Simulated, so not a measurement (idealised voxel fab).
The following process module bears the name voxel plated lines.
For reference, the cross-section in this document is cut, with width 185 nm and square cells of 5 nm.
How to read a cross-section here: the picture is a grid of square cells, written as bands going from the top down, and any band can span one or more rows of cells.
First you get the band's top height and its bottom height, in nm, and then the materials it's made of, left to right, with each width in nm. If you see a single material with "all across", that one covers the band edge to edge. "empty" is empty space.
Heights are measured from 0, the level below which the as-received wafer is all one material; the lowest band has no bottom and continues downward, written as in "0 down".
Width: "30..40" (first number = top row, second number = bottom row, same change from row to row of cells).
Step marked "remains unaltered"? Then no cell in the cross-section changed in it.
"Enclosed void entries" lists enclosed empty spaces (at least 8 cells, no open path upward to the top), each as width x height at distance from the left edge, in nm.
Where a step's line continues beyond its settings, the continuation is a remark by the simulator itself on that step.
overlay nm: where the mask lay relative to plan, measured to the right, on steps with a mask; negatives go left.

### The following list gives the planned process steps
1 RECEIVE [material Si]
2 CONFORMAL_DEP [material SiO2] [thk nm 10]
3 DIRECTIONAL_DEP [material TiN] [thk nm 5]
4 PATTERN [tone open] [mask id LINES] [material resist] [width nm 15] [pitch nm 35] [thk nm 30] [overlay nm 0]
5 EPI [material Ru] [thk nm 10]
6 EPI [material Ru] [thk nm 10]
7 STRIP [etch materials resist]
8 DIRECTIONAL_ETCH [etch materials TiN] [depth nm 5]
9 CONFORMAL_DEP [material SiO2] [thk nm 5]

### First of two wafers - as planned

### Cross-section of the incoming wafer, state after step 1
* 0 down  Si all across
* Enclosed void entries: none

### Cross-section: wafer state after step 2
* 10 to 0  SiO2 all across
* Note: structure below 0 unchanged.

### Cross-section: wafer state after step 3
* 15 to 10  TiN all across
* Note: structure below 10 unchanged.

### Cross-section: wafer state after step 4
* 45 to 15  30 resist | 15 empty | 20 resist | 15 empty | 20 resist | 15 empty | 20 resist | 15 empty | 35 resist
* Note: structure below 15 unchanged.

### Cross-section: wafer state after step 5
* 45 to 25  30 resist | 15 empty | 20 resist | 15 empty | 20 resist | 15 empty | 20 resist | 15 empty | 35 resist
* 25 to 15  30 resist | 15 Ru | 20 resist | 15 Ru | 20 resist | 15 Ru | 20 resist | 15 Ru | 35 resist
* Note: structure below 15 unchanged.

### Cross-section: wafer state after step 6
* 45 to 35  30 resist | 15 empty | 20 resist | 15 empty | 20 resist | 15 empty | 20 resist | 15 empty | 35 resist
* 35 to 15  30 resist | 15 Ru | 20 resist | 15 Ru | 20 resist | 15 Ru | 20 resist | 15 Ru | 35 resist
* Note: structure below 15 unchanged.

### Cross-section: wafer state after step 7
* 35 to 15  30 empty | 15 Ru | 20 empty | 15 Ru | 20 empty | 15 Ru | 20 empty | 15 Ru | 35 empty
* Note: structure below 15 unchanged.

### Cross-section: wafer state after step 8
* 35 to 15  30 empty | 15 Ru | 20 empty | 15 Ru | 20 empty | 15 Ru | 20 empty | 15 Ru | 35 empty
* 15 to 10  30 empty | 15 TiN | 20 empty | 15 TiN | 20 empty | 15 TiN | 20 empty | 15 TiN | 35 empty
* Note: structure below 10 unchanged.

### Cross-section: wafer state after step 9
* 40 to 35  25 empty | 25 SiO2 | 10 empty | 25 SiO2 | 10 empty | 25 SiO2 | 10 empty | 25 SiO2 | 30 empty
* 35 to 15  25 empty | 5 SiO2 | 15 Ru | 5 SiO2 | 10 empty | 5 SiO2 | 15 Ru | 5 SiO2 | 10 empty | 5 SiO2 | 15 Ru | 5 SiO2 | 10 empty | 5 SiO2 | 15 Ru | 5 SiO2 | 30 empty
* 15 to 10  30 SiO2 | 15 TiN | 20 SiO2 | 15 TiN | 20 SiO2 | 15 TiN | 20 SiO2 | 15 TiN | 35 SiO2
* Note: structure below 10 unchanged.

### Wafer two: like wafer one in start and plan, but with one mistake in execution; identical up to and including step 3

### Cross-section, second wafer, at the end time the plan gives for step 4
* 45 to 15  30 empty | 15 resist | 20 empty | 15 resist | 20 empty | 15 resist | 20 empty | 15 resist | 35 empty
* Note: structure below 15 unchanged.

### Cross-section, second wafer, at the end time the plan gives for step 5
* 45 to 25  30 empty | 15 resist | 20 empty | 15 resist | 20 empty | 15 resist | 20 empty | 15 resist | 35 empty
* 25 to 15  30 Ru | 15 resist | 20 Ru | 15 resist | 20 Ru | 15 resist | 20 Ru | 15 resist | 35 Ru
* Note: structure below 15 unchanged.

### Cross-section, second wafer, at the end time the plan gives for step 6
* 45 to 35  30 empty | 15 resist | 20 empty | 15 resist | 20 empty | 15 resist | 20 empty | 15 resist | 35 empty
* 35 to 15  30 Ru | 15 resist | 20 Ru | 15 resist | 20 Ru | 15 resist | 20 Ru | 15 resist | 35 Ru
* Note: structure below 15 unchanged.

### Cross-section, second wafer, at the end time the plan gives for step 7
* 35 to 15  30 Ru | 15 empty | 20 Ru | 15 empty | 20 Ru | 15 empty | 20 Ru | 15 empty | 35 Ru
* Note: structure below 15 unchanged.

### Cross-section, second wafer, at the end time the plan gives for step 8
* 35 to 15  30 Ru | 15 empty | 20 Ru | 15 empty | 20 Ru | 15 empty | 20 Ru | 15 empty | 35 Ru
* 15 to 10  30 TiN | 15 empty | 20 TiN | 15 empty | 20 TiN | 15 empty | 20 TiN | 15 empty | 35 TiN
* Note: structure below 10 unchanged.

### Cross-section, second wafer, at the end time the plan gives for step 9
* 40 to 35  35 SiO2 | 5 empty | 30 SiO2 | 5 empty | 30 SiO2 | 5 empty | 30 SiO2 | 5 empty | 40 SiO2
* 35 to 15  30 Ru | 5 SiO2 | 5 empty | 5 SiO2 | 20 Ru | 5 SiO2 | 5 empty | 5 SiO2 | 20 Ru | 5 SiO2 | 5 empty | 5 SiO2 | 20 Ru | 5 SiO2 | 5 empty | 5 SiO2 | 35 Ru
* 15 to 10  30 TiN | 15 SiO2 | 20 TiN | 15 SiO2 | 20 TiN | 15 SiO2 | 20 TiN | 15 SiO2 | 35 TiN
* Note: structure below 10 unchanged.
Error vs. plan: note that step 4 departed from the planned setting and was carried out as PATTERN [tone cover] [mask id LINES] [material resist] [width nm 15] [pitch nm 35] [thk nm 30] [overlay nm 0]
Final difference in cells, second wafer against first, listed per material as more or fewer: +52 Ru | +13 TiN
